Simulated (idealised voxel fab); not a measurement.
Process module under the name voxel wiring stack
cross-section cut | 260 nm wide | cells 5 nm
Notation: cross-section as square-cell grid; stated in bands, top first, going down; one or more cell rows per band. Band: top height; bottom height; in nm. Then, left to right: material with width in nm, for each material. "throughout": a single material spanning edge to edge. "blank": empty space. Heads up on the height convention: 0 is the point under which the incoming wafer is all one material, and the lowest band has no bottom, it just keeps going down, like "top 0, no bottom". Graded width ("30..40"): value in top row of band = first number; value in bottom row = second number; row-to-row change constant. Reading "remained unchanged" for a step: not a cell of the cross-section changed in it. The list in "Unvented cavities" covers empty spaces of 8 cells or more that cannot reach the top through any open way, and it gives each as width x height at distance; the distance is from the left edge, and width, height and distance are in nm. On a step's line, text after the settings is the simulator commenting on that step. Regarding "overlay nm": on a step with a mask, it is the distance the mask lay to the right of its planned place; a negative value places it to the left.

Plan:
- 1: RECEIVE,material Si
- 2: CONFORMAL_DEP,material SiO2,thk nm 15
- 3: DIRECTIONAL_DEP,material TiN,thk nm 5
- 4: DIRECTIONAL_DEP,material Ru,thk nm 25
- 5: PATTERN,tone cover,mask id METAL_1,material resist,width nm 20,pitch nm 50,thk nm 20,overlay nm 0
- 6: DIRECTIONAL_ETCH,etch materials Ru,depth nm 25
- 7: DIRECTIONAL_ETCH,etch materials TiN,depth nm 5
- 8: STRIP,etch materials resist
- 9: FILL_DEP,material lowk,thk nm 10
- 10: CMP,height nm 45
- 11: CONFORMAL_DEP,material SiCN,thk nm 5
- 12: DIRECTIONAL_DEP,material lowk,thk nm 25
- 13: DIRECTIONAL_DEP,material aC,thk nm 15
- 14: PATTERN,tone open,mask id METAL_2_HOLES,material resist,width nm 15,thk nm 35,overlay nm 0
- 15: DIRECTIONAL_ETCH,etch materials aC,depth nm 15
- 16: STRIP,etch materials resist
- 17: DIRECTIONAL_ETCH,etch materials lowk,depth nm 25
- 18: STRIP,etch materials aC
- 19: PATTERN,tone open,mask id METAL_2,material resist,width nm 20,pitch nm 50,thk nm 15,overlay nm 0
- 20: DIRECTIONAL_ETCH,etch materials lowk,depth nm 15
- 21: DIRECTIONAL_ETCH,etch materials SiCN,depth nm 5
- 22: STRIP,etch materials resist
- 23: CONFORMAL_DEP,material TiN,thk nm 5
- 24: FILL_DEP,material Cu,thk nm 5
- 25: CMP,height nm 75
- 26: CONFORMAL_DEP,material SiCN,thk nm 5
- 27: DIRECTIONAL_DEP,material SiO2,thk nm 30
- 28: DIRECTIONAL_DEP,material aC,thk nm 15
- 29: PATTERN,tone open,mask id METAL_3_HOLES,material resist,width nm 15,thk nm 35,overlay nm 0
- 30: DIRECTIONAL_ETCH,etch materials aC,depth nm 15
- 31: STRIP,etch materials resist
- 32: DIRECTIONAL_ETCH,etch materials SiO2,depth nm 30
- 33: STRIP,etch materials aC
- 34: DIRECTIONAL_DEP,material aC,thk nm 10
- 35: PATTERN,tone open,mask id METAL_3,material resist,width nm 20,pitch nm 50,thk nm 30,overlay nm 0
- 36: DIRECTIONAL_ETCH,etch materials aC,depth nm 10
- 37: STRIP,etch materials resist
- 38: DIRECTIONAL_ETCH,etch materials SiO2,depth nm 15
- 39: DIRECTIONAL_ETCH,etch materials SiCN,depth nm 5
- 40: STRIP,etch materials aC
- 41: CONFORMAL_DEP,material TiN,thk nm 5
- 42: FILL_DEP,material Cu,thk nm 10
- 43: CMP,height nm 110
- 44: CONFORMAL_DEP,material SiCN,thk nm 5
- 45: DIRECTIONAL_DEP,material lowk,thk nm 15
- 46: MASKED_ETCH,tone open,mask id PLUG_3,width nm 15,etch materials lowk,depth nm 15,overlay nm 0
- 47: MASKED_ETCH,tone open,mask id PLUG_3,width nm 15,etch materials SiCN,depth nm 5,overlay nm 0
- 48: EPI,material Ru,thk nm 10
- 49: EPI,material Ru,thk nm 10
- 50: DIRECTIONAL_DEP,material TiN,thk nm 5
- 51: DIRECTIONAL_DEP,material Ru,thk nm 15
- 52: DIRECTIONAL_DEP,material aC,thk nm 15
- 53: PATTERN,tone cover,mask id METAL_4,material resist,width nm 20,pitch nm 50,thk nm 35,overlay nm 0
- 54: DIRECTIONAL_ETCH,etch materials aC,depth nm 15
- 55: STRIP,etch materials resist
- 56: DIRECTIONAL_ETCH,etch materials Ru,depth nm 15
- 57: DIRECTIONAL_ETCH,etch materials TiN,depth nm 5
- 58: STRIP,etch materials aC
- 59: FILL_DEP,material lowk,thk nm 5
- 60: CMP,height nm 150
- 61: CONFORMAL_DEP,material SiN,thk nm 5

Concerning the first of two wafers, which was run in accordance with the plan:

Shown in cross-section is the wafer as received, that is, as it stands after step 1:
    top 0, no bottom | Si throughout
    Unvented cavities: none

Presented here is a cross-section of the wafer after step 2 has been performed:
    top 15, bottom 0 | SiO2 throughout
    Under the height 0 nothing was changed.

Presented here is a cross-section of the wafer after step 3 has been performed:
    top 20, bottom 15 | TiN throughout
    Under the height 15 nothing was changed.

Presented here is a cross-section of the wafer after step 4 has been performed:
    top 45, bottom 20 | Ru throughout
    Under the height 20 nothing was changed.

Presented here is a cross-section of the wafer after step 5 has been performed:
    top 65, bottom 45 | blank=95, resist=20, blank=30, resist=20, blank=95
    Under the height 45 nothing was changed.

Presented here is a cross-section of the wafer after step 6 has been performed:
    top 65, bottom 45 | blank=95, resist=20, blank=30, resist=20, blank=95
    top 45, bottom 20 | blank=95, Ru=20, blank=30, Ru=20, blank=95
    Under the height 20 nothing was changed.

Presented here is a cross-section of the wafer after step 7 has been performed:
    top 65, bottom 45 | blank=95, resist=20, blank=30, resist=20, blank=95
    top 45, bottom 20 | blank=95, Ru=20, blank=30, Ru=20, blank=95
    top 20, bottom 15 | blank=95, TiN=20, blank=30, TiN=20, blank=95
    Under the height 15 nothing was changed.

Presented here is a cross-section of the wafer after step 8 has been performed:
    top 45, bottom 20 | blank=95, Ru=20, blank=30, Ru=20, blank=95
    Under the height 20 nothing was changed.

Presented here is a cross-section of the wafer after step 9 has been performed:
    top 55, bottom 45 | lowk throughout
    top 45, bottom 20 | lowk=95, Ru=20, lowk=30, Ru=20, lowk=95
    top 20, bottom 15 | lowk=95, TiN=20, lowk=30, TiN=20, lowk=95
    Under the height 15 nothing was changed.

Presented here is a cross-section of the wafer after step 10 has been performed:
    top 45, bottom 20 | lowk=95, Ru=20, lowk=30, Ru=20, lowk=95
    Under the height 20 nothing was changed.

Presented here is a cross-section of the wafer after step 11 has been performed:
    top 50, bottom 45 | SiCN throughout
    Under the height 45 nothing was changed.

Presented here is a cross-section of the wafer after step 12 has been performed:
    top 75, bottom 50 | lowk throughout
    Under the height 50 nothing was changed.

Presented here is a cross-section of the wafer after step 13 has been performed:
    top 90, bottom 75 | aC throughout
    Under the height 75 nothing was changed.

Presented here is a cross-section of the wafer after step 14 has been performed:
    top 125, bottom 90 | resist=95, blank=15, resist=150
    Under the height 90 nothing was changed.

Presented here is a cross-section of the wafer after step 15 has been performed:
    top 110, bottom 90 | resist=95, blank=15, resist=150
    top 90, bottom 75 | aC=95, blank=15, aC=150
    Under the height 75 nothing was changed.

Presented here is a cross-section of the wafer after step 16 has been performed:
    top 90, bottom 75 | aC=95, blank=15, aC=150
    Under the height 75 nothing was changed.

Presented here is a cross-section of the wafer after step 17 has been performed:
    top 90, bottom 75 | aC=95, blank=15, aC=150
    top 75, bottom 50 | lowk=95, blank=15, lowk=150
    Under the height 50 nothing was changed.

Presented here is a cross-section of the wafer after step 18 has been performed:
    top 75, bottom 50 | lowk=95, blank=15, lowk=150
    Under the height 50 nothing was changed.

Presented here is a cross-section of the wafer after step 19 has been performed:
    top 90, bottom 75 | resist=95, blank=20, resist=30, blank=20, resist=95
    Under the height 75 nothing was changed.

Presented here is a cross-section of the wafer after step 20 has been performed:
    top 90, bottom 75 | resist=95, blank=20, resist=30, blank=20, resist=95
    top 75, bottom 60 | lowk=95, blank=20, lowk=30, blank=20, lowk=95
    Under the height 60 nothing was changed.

Presented here is a cross-section of the wafer after step 21 has been performed:
    top 90, bottom 75 | resist=95, blank=20, resist=30, blank=20, resist=95
    top 75, bottom 60 | lowk=95, blank=20, lowk=30, blank=20, lowk=95
    top 60, bottom 50 | lowk=95, blank=15, lowk=150
    top 50, bottom 45 | SiCN=95, blank=15, SiCN=150
    Under the height 45 nothing was changed.

Presented here is a cross-section of the wafer after step 22 has been performed:
    top 75, bottom 60 | lowk=95, blank=20, lowk=30, blank=20, lowk=95
    Under the height 60 nothing was changed.

Presented here is a cross-section of the wafer after step 23 has been performed:
    top 80, bottom 75 | TiN=100, blank=10, TiN=40, blank=10, TiN=100
    top 75, bottom 65 | lowk=95, TiN=5, blank=10, TiN=5, lowk=30, TiN=5, blank=10, TiN=5, lowk=95
    top 65, bottom 60 | lowk=95, TiN=5, blank=5, TiN=10, lowk=30, TiN=20, lowk=95
    top 60, bottom 50 | lowk=95, TiN=5, blank=5, TiN=5, lowk=150
    top 50, bottom 45 | SiCN=95, TiN=15, SiCN=150
    Under the height 45 nothing was changed.

Presented here is a cross-section of the wafer after step 24 has been performed:
    top 85, bottom 80 | Cu throughout
    top 80, bottom 75 | TiN=100, Cu=10, TiN=40, Cu=10, TiN=100
    top 75, bottom 65 | lowk=95, TiN=5, Cu=10, TiN=5, lowk=30, TiN=5, Cu=10, TiN=5, lowk=95
    top 65, bottom 60 | lowk=95, TiN=5, Cu=5, TiN=10, lowk=30, TiN=20, lowk=95
    top 60, bottom 50 | lowk=95, TiN=5, Cu=5, TiN=5, lowk=150
    Under the height 50 nothing was changed.

Presented here is a cross-section of the wafer after step 25 has been performed:
    top 75, bottom 65 | lowk=95, TiN=5, Cu=10, TiN=5, lowk=30, TiN=5, Cu=10, TiN=5, lowk=95
    Under the height 65 nothing was changed.

Presented here is a cross-section of the wafer after step 26 has been performed:
    top 80, bottom 75 | SiCN throughout
    Under the height 75 nothing was changed.

Presented here is a cross-section of the wafer after step 27 has been performed:
    top 110, bottom 80 | SiO2 throughout
    Under the height 80 nothing was changed.

Presented here is a cross-section of the wafer after step 28 has been performed:
    top 125, bottom 110 | aC throughout
    Under the height 110 nothing was changed.

Presented here is a cross-section of the wafer after step 29 has been performed:
    top 160, bottom 125 | resist=95, blank=15, resist=150
    Under the height 125 nothing was changed.

Presented here is a cross-section of the wafer after step 30 has been performed:
    top 145, bottom 125 | resist=95, blank=15, resist=150
    top 125, bottom 110 | aC=95, blank=15, aC=150
    Under the height 110 nothing was changed.

Presented here is a cross-section of the wafer after step 31 has been performed:
    top 125, bottom 110 | aC=95, blank=15, aC=150
    Under the height 110 nothing was changed.

Presented here is a cross-section of the wafer after step 32 has been performed:
    top 125, bottom 110 | aC=95, blank=15, aC=150
    top 110, bottom 80 | SiO2=95, blank=15, SiO2=150
    Under the height 80 nothing was changed.

Presented here is a cross-section of the wafer after step 33 has been performed:
    top 110, bottom 80 | SiO2=95, blank=15, SiO2=150
    Under the height 80 nothing was changed.

Presented here is a cross-section of the wafer after step 34 has been performed:
    top 120, bottom 110 | aC=95, blank=15, aC=150
    top 110, bottom 90 | SiO2=95, blank=15, SiO2=150
    top 90, bottom 80 | SiO2=95, aC=15, SiO2=150
    Under the height 80 nothing was changed.

Presented here is a cross-section of the wafer after step 35 has been performed:
    top 150, bottom 120 | resist=95, blank=20, resist=30, blank=20, resist=95
    Under the height 120 nothing was changed.

Presented here is a cross-section of the wafer after step 36 has been performed:
    top 140, bottom 120 | resist=95, blank=20, resist=30, blank=20, resist=95
    top 120, bottom 110 | aC=95, blank=20, aC=30, blank=20, aC=95
    top 110, bottom 80 | SiO2=95, blank=15, SiO2=150
    Under the height 80 nothing was changed.

Presented here is a cross-section of the wafer after step 37 has been performed:
    top 120, bottom 110 | aC=95, blank=20, aC=30, blank=20, aC=95
    Under the height 110 nothing was changed.

Presented here is a cross-section of the wafer after step 38 has been performed:
    top 120, bottom 110 | aC=95, blank=20, aC=30, blank=20, aC=95
    top 110, bottom 95 | SiO2=95, blank=20, SiO2=30, blank=20, SiO2=95
    Under the height 95 nothing was changed.

Presented here is a cross-section of the wafer after step 39 has been performed:
    top 120, bottom 110 | aC=95, blank=20, aC=30, blank=20, aC=95
    top 110, bottom 95 | SiO2=95, blank=20, SiO2=30, blank=20, SiO2=95
    top 95, bottom 80 | SiO2=95, blank=15, SiO2=150
    top 80, bottom 75 | SiCN=95, blank=15, SiCN=150
    Under the height 75 nothing was changed.

Presented here is a cross-section of the wafer after step 40 has been performed:
    top 110, bottom 95 | SiO2=95, blank=20, SiO2=30, blank=20, SiO2=95
    Under the height 95 nothing was changed.

Presented here is a cross-section of the wafer after step 41 has been performed:
    top 115, bottom 110 | TiN=100, blank=10, TiN=40, blank=10, TiN=100
    top 110, bottom 100 | SiO2=95, TiN=5, blank=10, TiN=5, SiO2=30, TiN=5, blank=10, TiN=5, SiO2=95
    top 100, bottom 95 | SiO2=95, TiN=5, blank=5, TiN=10, SiO2=30, TiN=20, SiO2=95
    top 95, bottom 80 | SiO2=95, TiN=5, blank=5, TiN=5, SiO2=150
    top 80, bottom 75 | SiCN=95, TiN=15, SiCN=150
    Under the height 75 nothing was changed.

Presented here is a cross-section of the wafer after step 42 has been performed:
    top 125, bottom 115 | Cu throughout
    top 115, bottom 110 | TiN=100, Cu=10, TiN=40, Cu=10, TiN=100
    top 110, bottom 100 | SiO2=95, TiN=5, Cu=10, TiN=5, SiO2=30, TiN=5, Cu=10, TiN=5, SiO2=95
    top 100, bottom 95 | SiO2=95, TiN=5, Cu=5, TiN=10, SiO2=30, TiN=20, SiO2=95
    top 95, bottom 80 | SiO2=95, TiN=5, Cu=5, TiN=5, SiO2=150
    Under the height 80 nothing was changed.

Presented here is a cross-section of the wafer after step 43 has been performed:
    top 110, bottom 100 | SiO2=95, TiN=5, Cu=10, TiN=5, SiO2=30, TiN=5, Cu=10, TiN=5, SiO2=95
    Under the height 100 nothing was changed.

Presented here is a cross-section of the wafer after step 44 has been performed:
    top 115, bottom 110 | SiCN throughout
    Under the height 110 nothing was changed.

Presented here is a cross-section of the wafer after step 45 has been performed:
    top 130, bottom 115 | lowk throughout
    Under the height 115 nothing was changed.

Presented here is a cross-section of the wafer after step 46 has been performed:
    top 130, bottom 115 | lowk=95, blank=15, lowk=150
    Under the height 115 nothing was changed.

Presented here is a cross-section of the wafer after step 47 has been performed:
    top 130, bottom 115 | lowk=95, blank=15, lowk=150
    top 115, bottom 110 | SiCN=95, blank=15, SiCN=150
    Under the height 110 nothing was changed.

Presented here is a cross-section of the wafer after step 48 has been performed:
    top 130, bottom 120 | lowk=95, blank=15, lowk=150
    top 120, bottom 115 | lowk=95, Ru=15, lowk=150
    top 115, bottom 110 | SiCN=95, Ru=15, SiCN=150
    Under the height 110 nothing was changed.

Presented here is a cross-section of the wafer after step 49 has been performed:
    top 130, bottom 115 | lowk=95, Ru=15, lowk=150
    Under the height 115 nothing was changed.

Presented here is a cross-section of the wafer after step 50 has been performed:
    top 135, bottom 130 | TiN throughout
    Under the height 130 nothing was changed.

Presented here is a cross-section of the wafer after step 51 has been performed:
    top 150, bottom 135 | Ru throughout
    Under the height 135 nothing was changed.

Presented here is a cross-section of the wafer after step 52 has been performed:
    top 165, bottom 150 | aC throughout
    Under the height 150 nothing was changed.

Presented here is a cross-section of the wafer after step 53 has been performed:
    top 200, bottom 165 | blank=95, resist=20, blank=30, resist=20, blank=95
    Under the height 165 nothing was changed.

Presented here is a cross-section of the wafer after step 54 has been performed:
    top 185, bottom 165 | blank=95, resist=20, blank=30, resist=20, blank=95
    top 165, bottom 150 | blank=95, aC=20, blank=30, aC=20, blank=95
    Under the height 150 nothing was changed.

Presented here is a cross-section of the wafer after step 55 has been performed:
    top 165, bottom 150 | blank=95, aC=20, blank=30, aC=20, blank=95
    Under the height 150 nothing was changed.

Presented here is a cross-section of the wafer after step 56 has been performed:
    top 165, bottom 150 | blank=95, aC=20, blank=30, aC=20, blank=95
    top 150, bottom 135 | blank=95, Ru=20, blank=30, Ru=20, blank=95
    Under the height 135 nothing was changed.

Presented here is a cross-section of the wafer after step 57 has been performed:
    top 165, bottom 150 | blank=95, aC=20, blank=30, aC=20, blank=95
    top 150, bottom 135 | blank=95, Ru=20, blank=30, Ru=20, blank=95
    top 135, bottom 130 | blank=95, TiN=20, blank=30, TiN=20, blank=95
    Under the height 130 nothing was changed.

Presented here is a cross-section of the wafer after step 58 has been performed:
    top 150, bottom 135 | blank=95, Ru=20, blank=30, Ru=20, blank=95
    Under the height 135 nothing was changed.

Presented here is a cross-section of the wafer after step 59 has been performed:
    top 155, bottom 150 | lowk throughout
    top 150, bottom 135 | lowk=95, Ru=20, lowk=30, Ru=20, lowk=95
    top 135, bottom 130 | lowk=95, TiN=20, lowk=30, TiN=20, lowk=95
    Under the height 130 nothing was changed.

Presented here is a cross-section of the wafer after step 60 has been performed:
    top 150, bottom 135 | lowk=95, Ru=20, lowk=30, Ru=20, lowk=95
    Under the height 135 nothing was changed.

Presented here is a cross-section of the wafer after step 61 has been performed:
    top 155, bottom 150 | SiN throughout
    Under the height 150 nothing was changed.

Second wafer, same starting conditions and recipe as the first, one mistake in executing it, nothing differs from the first up to and including step 2:

Cross-section of the second wafer at the time step 3 of the plan should have ended:
    top 20, bottom 15 | aC throughout
    Under the height 15 nothing was changed.

Cross-section of the second wafer at the time step 4 of the plan should have ended:
    top 45, bottom 20 | Ru throughout
    Under the height 20 nothing was changed.

Cross-section of the second wafer at the time step 5 of the plan should have ended:
    top 65, bottom 45 | blank=95, resist=20, blank=30, resist=20, blank=95
    Under the height 45 nothing was changed.

Cross-section of the second wafer at the time step 6 of the plan should have ended:
    top 65, bottom 45 | blank=95, resist=20, blank=30, resist=20, blank=95
    top 45, bottom 20 | blank=95, Ru=20, blank=30, Ru=20, blank=95
    Under the height 20 nothing was changed.

Cross-section of the second wafer at the time step 7 of the plan should have ended: remained unchanged

Cross-section of the second wafer at the time step 8 of the plan should have ended:
    top 45, bottom 20 | blank=95, Ru=20, blank=30, Ru=20, blank=95
    Under the height 20 nothing was changed.

Cross-section of the second wafer at the time step 9 of the plan should have ended:
    top 55, bottom 45 | lowk throughout
    top 45, bottom 20 | lowk=95, Ru=20, lowk=30, Ru=20, lowk=95
    Under the height 20 nothing was changed.

Cross-section of the second wafer at the time step 10 of the plan should have ended:
    top 45, bottom 20 | lowk=95, Ru=20, lowk=30, Ru=20, lowk=95
    Under the height 20 nothing was changed.

Cross-section of the second wafer at the time step 11 of the plan should have ended:
    top 50, bottom 45 | SiCN throughout
    Under the height 45 nothing was changed.

Cross-section of the second wafer at the time step 12 of the plan should have ended:
    top 75, bottom 50 | lowk throughout
    Under the height 50 nothing was changed.

Cross-section of the second wafer at the time step 13 of the plan should have ended:
    top 90, bottom 75 | aC throughout
    Under the height 75 nothing was changed.

Cross-section of the second wafer at the time step 14 of the plan should have ended:
    top 125, bottom 90 | resist=95, blank=15, resist=150
    Under the height 90 nothing was changed.

Cross-section of the second wafer at the time step 15 of the plan should have ended:
    top 110, bottom 90 | resist=95, blank=15, resist=150
    top 90, bottom 75 | aC=95, blank=15, aC=150
    Under the height 75 nothing was changed.

Cross-section of the second wafer at the time step 16 of the plan should have ended:
    top 90, bottom 75 | aC=95, blank=15, aC=150
    Under the height 75 nothing was changed.

Cross-section of the second wafer at the time step 17 of the plan should have ended:
    top 90, bottom 75 | aC=95, blank=15, aC=150
    top 75, bottom 50 | lowk=95, blank=15, lowk=150
    Under the height 50 nothing was changed.

Cross-section of the second wafer at the time step 18 of the plan should have ended:
    top 75, bottom 50 | lowk=95, blank=15, lowk=150
    Under the height 50 nothing was changed.

Cross-section of the second wafer at the time step 19 of the plan should have ended:
    top 90, bottom 75 | resist=95, blank=20, resist=30, blank=20, resist=95
    Under the height 75 nothing was changed.

Cross-section of the second wafer at the time step 20 of the plan should have ended:
    top 90, bottom 75 | resist=95, blank=20, resist=30, blank=20, resist=95
    top 75, bottom 60 | lowk=95, blank=20, lowk=30, blank=20, lowk=95
    Under the height 60 nothing was changed.

Cross-section of the second wafer at the time step 21 of the plan should have ended:
    top 90, bottom 75 | resist=95, blank=20, resist=30, blank=20, resist=95
    top 75, bottom 60 | lowk=95, blank=20, lowk=30, blank=20, lowk=95
    top 60, bottom 50 | lowk=95, blank=15, lowk=150
    top 50, bottom 45 | SiCN=95, blank=15, SiCN=150
    Under the height 45 nothing was changed.

Cross-section of the second wafer at the time step 22 of the plan should have ended:
    top 75, bottom 60 | lowk=95, blank=20, lowk=30, blank=20, lowk=95
    Under the height 60 nothing was changed.

Cross-section of the second wafer at the time step 23 of the plan should have ended:
    top 80, bottom 75 | TiN=100, blank=10, TiN=40, blank=10, TiN=100
    top 75, bottom 65 | lowk=95, TiN=5, blank=10, TiN=5, lowk=30, TiN=5, blank=10, TiN=5, lowk=95
    top 65, bottom 60 | lowk=95, TiN=5, blank=5, TiN=10, lowk=30, TiN=20, lowk=95
    top 60, bottom 50 | lowk=95, TiN=5, blank=5, TiN=5, lowk=150
    top 50, bottom 45 | SiCN=95, TiN=15, SiCN=150
    Under the height 45 nothing was changed.

Cross-section of the second wafer at the time step 24 of the plan should have ended:
    top 85, bottom 80 | Cu throughout
    top 80, bottom 75 | TiN=100, Cu=10, TiN=40, Cu=10, TiN=100
    top 75, bottom 65 | lowk=95, TiN=5, Cu=10, TiN=5, lowk=30, TiN=5, Cu=10, TiN=5, lowk=95
    top 65, bottom 60 | lowk=95, TiN=5, Cu=5, TiN=10, lowk=30, TiN=20, lowk=95
    top 60, bottom 50 | lowk=95, TiN=5, Cu=5, TiN=5, lowk=150
    Under the height 50 nothing was changed.

Cross-section of the second wafer at the time step 25 of the plan should have ended:
    top 75, bottom 65 | lowk=95, TiN=5, Cu=10, TiN=5, lowk=30, TiN=5, Cu=10, TiN=5, lowk=95
    Under the height 65 nothing was changed.

Cross-section of the second wafer at the time step 26 of the plan should have ended:
    top 80, bottom 75 | SiCN throughout
    Under the height 75 nothing was changed.

Cross-section of the second wafer at the time step 27 of the plan should have ended:
    top 110, bottom 80 | SiO2 throughout
    Under the height 80 nothing was changed.

Cross-section of the second wafer at the time step 28 of the plan should have ended:
    top 125, bottom 110 | aC throughout
    Under the height 110 nothing was changed.

Cross-section of the second wafer at the time step 29 of the plan should have ended:
    top 160, bottom 125 | resist=95, blank=15, resist=150
    Under the height 125 nothing was changed.

Cross-section of the second wafer at the time step 30 of the plan should have ended:
    top 145, bottom 125 | resist=95, blank=15, resist=150
    top 125, bottom 110 | aC=95, blank=15, aC=150
    Under the height 110 nothing was changed.

Cross-section of the second wafer at the time step 31 of the plan should have ended:
    top 125, bottom 110 | aC=95, blank=15, aC=150
    Under the height 110 nothing was changed.

Cross-section of the second wafer at the time step 32 of the plan should have ended:
    top 125, bottom 110 | aC=95, blank=15, aC=150
    top 110, bottom 80 | SiO2=95, blank=15, SiO2=150
    Under the height 80 nothing was changed.

Cross-section of the second wafer at the time step 33 of the plan should have ended:
    top 110, bottom 80 | SiO2=95, blank=15, SiO2=150
    Under the height 80 nothing was changed.

Cross-section of the second wafer at the time step 34 of the plan should have ended:
    top 120, bottom 110 | aC=95, blank=15, aC=150
    top 110, bottom 90 | SiO2=95, blank=15, SiO2=150
    top 90, bottom 80 | SiO2=95, aC=15, SiO2=150
    Under the height 80 nothing was changed.

Cross-section of the second wafer at the time step 35 of the plan should have ended:
    top 150, bottom 120 | resist=95, blank=20, resist=30, blank=20, resist=95
    Under the height 120 nothing was changed.

Cross-section of the second wafer at the time step 36 of the plan should have ended:
    top 140, bottom 120 | resist=95, blank=20, resist=30, blank=20, resist=95
    top 120, bottom 110 | aC=95, blank=20, aC=30, blank=20, aC=95
    top 110, bottom 80 | SiO2=95, blank=15, SiO2=150
    Under the height 80 nothing was changed.

Cross-section of the second wafer at the time step 37 of the plan should have ended:
    top 120, bottom 110 | aC=95, blank=20, aC=30, blank=20, aC=95
    Under the height 110 nothing was changed.

Cross-section of the second wafer at the time step 38 of the plan should have ended:
    top 120, bottom 110 | aC=95, blank=20, aC=30, blank=20, aC=95
    top 110, bottom 95 | SiO2=95, blank=20, SiO2=30, blank=20, SiO2=95
    Under the height 95 nothing was changed.

Cross-section of the second wafer at the time step 39 of the plan should have ended:
    top 120, bottom 110 | aC=95, blank=20, aC=30, blank=20, aC=95
    top 110, bottom 95 | SiO2=95, blank=20, SiO2=30, blank=20, SiO2=95
    top 95, bottom 80 | SiO2=95, blank=15, SiO2=150
    top 80, bottom 75 | SiCN=95, blank=15, SiCN=150
    Under the height 75 nothing was changed.

Cross-section of the second wafer at the time step 40 of the plan should have ended:
    top 110, bottom 95 | SiO2=95, blank=20, SiO2=30, blank=20, SiO2=95
    Under the height 95 nothing was changed.

Cross-section of the second wafer at the time step 41 of the plan should have ended:
    top 115, bottom 110 | TiN=100, blank=10, TiN=40, blank=10, TiN=100
    top 110, bottom 100 | SiO2=95, TiN=5, blank=10, TiN=5, SiO2=30, TiN=5, blank=10, TiN=5, SiO2=95
    top 100, bottom 95 | SiO2=95, TiN=5, blank=5, TiN=10, SiO2=30, TiN=20, SiO2=95
    top 95, bottom 80 | SiO2=95, TiN=5, blank=5, TiN=5, SiO2=150
    top 80, bottom 75 | SiCN=95, TiN=15, SiCN=150
    Under the height 75 nothing was changed.

Cross-section of the second wafer at the time step 42 of the plan should have ended:
    top 125, bottom 115 | Cu throughout
    top 115, bottom 110 | TiN=100, Cu=10, TiN=40, Cu=10, TiN=100
    top 110, bottom 100 | SiO2=95, TiN=5, Cu=10, TiN=5, SiO2=30, TiN=5, Cu=10, TiN=5, SiO2=95
    top 100, bottom 95 | SiO2=95, TiN=5, Cu=5, TiN=10, SiO2=30, TiN=20, SiO2=95
    top 95, bottom 80 | SiO2=95, TiN=5, Cu=5, TiN=5, SiO2=150
    Under the height 80 nothing was changed.

Cross-section of the second wafer at the time step 43 of the plan should have ended:
    top 110, bottom 100 | SiO2=95, TiN=5, Cu=10, TiN=5, SiO2=30, TiN=5, Cu=10, TiN=5, SiO2=95
    Under the height 100 nothing was changed.

Cross-section of the second wafer at the time step 44 of the plan should have ended:
    top 115, bottom 110 | SiCN throughout
    Under the height 110 nothing was changed.

Cross-section of the second wafer at the time step 45 of the plan should have ended:
    top 130, bottom 115 | lowk throughout
    Under the height 115 nothing was changed.

Cross-section of the second wafer at the time step 46 of the plan should have ended:
    top 130, bottom 115 | lowk=95, blank=15, lowk=150
    Under the height 115 nothing was changed.

Cross-section of the second wafer at the time step 47 of the plan should have ended:
    top 130, bottom 115 | lowk=95, blank=15, lowk=150
    top 115, bottom 110 | SiCN=95, blank=15, SiCN=150
    Under the height 110 nothing was changed.

Cross-section of the second wafer at the time step 48 of the plan should have ended:
    top 130, bottom 120 | lowk=95, blank=15, lowk=150
    top 120, bottom 115 | lowk=95, Ru=15, lowk=150
    top 115, bottom 110 | SiCN=95, Ru=15, SiCN=150
    Under the height 110 nothing was changed.

Cross-section of the second wafer at the time step 49 of the plan should have ended:
    top 130, bottom 115 | lowk=95, Ru=15, lowk=150
    Under the height 115 nothing was changed.

Cross-section of the second wafer at the time step 50 of the plan should have ended:
    top 135, bottom 130 | TiN throughout
    Under the height 130 nothing was changed.

Cross-section of the second wafer at the time step 51 of the plan should have ended:
    top 150, bottom 135 | Ru throughout
    Under the height 135 nothing was changed.

Cross-section of the second wafer at the time step 52 of the plan should have ended:
    top 165, bottom 150 | aC throughout
    Under the height 150 nothing was changed.

Cross-section of the second wafer at the time step 53 of the plan should have ended:
    top 200, bottom 165 | blank=95, resist=20, blank=30, resist=20, blank=95
    Under the height 165 nothing was changed.

Cross-section of the second wafer at the time step 54 of the plan should have ended:
    top 185, bottom 165 | blank=95, resist=20, blank=30, resist=20, blank=95
    top 165, bottom 150 | blank=95, aC=20, blank=30, aC=20, blank=95
    Under the height 150 nothing was changed.

Cross-section of the second wafer at the time step 55 of the plan should have ended:
    top 165, bottom 150 | blank=95, aC=20, blank=30, aC=20, blank=95
    Under the height 150 nothing was changed.

Cross-section of the second wafer at the time step 56 of the plan should have ended:
    top 165, bottom 150 | blank=95, aC=20, blank=30, aC=20, blank=95
    top 150, bottom 135 | blank=95, Ru=20, blank=30, Ru=20, blank=95
    Under the height 135 nothing was changed.

Cross-section of the second wafer at the time step 57 of the plan should have ended:
    top 165, bottom 150 | blank=95, aC=20, blank=30, aC=20, blank=95
    top 150, bottom 135 | blank=95, Ru=20, blank=30, Ru=20, blank=95
    top 135, bottom 130 | blank=95, TiN=20, blank=30, TiN=20, blank=95
    Under the height 130 nothing was changed.

Cross-section of the second wafer at the time step 58 of the plan should have ended:
    top 150, bottom 135 | blank=95, Ru=20, blank=30, Ru=20, blank=95
    Under the height 135 nothing was changed.

Cross-section of the second wafer at the time step 59 of the plan should have ended:
    top 155, bottom 150 | lowk throughout
    top 150, bottom 135 | lowk=95, Ru=20, lowk=30, Ru=20, lowk=95
    top 135, bottom 130 | lowk=95, TiN=20, lowk=30, TiN=20, lowk=95
    Under the height 130 nothing was changed.

Cross-section of the second wafer at the time step 60 of the plan should have ended:
    top 150, bottom 135 | lowk=95, Ru=20, lowk=30, Ru=20, lowk=95
    Under the height 135 nothing was changed.

Cross-section of the second wafer at the time step 61 of the plan should have ended:
    top 155, bottom 150 | SiN throughout
    Under the height 150 nothing was changed.
Deviation noted in wafer processing: step 3 did not use the planned setting and instead ran as DIRECTIONAL_DEP,material aC,thk nm 5
Final difference in cells, second wafer against first, listed per material as more or fewer: TiN: 8 fewer; aC: 52 more; lowk: 44 fewer
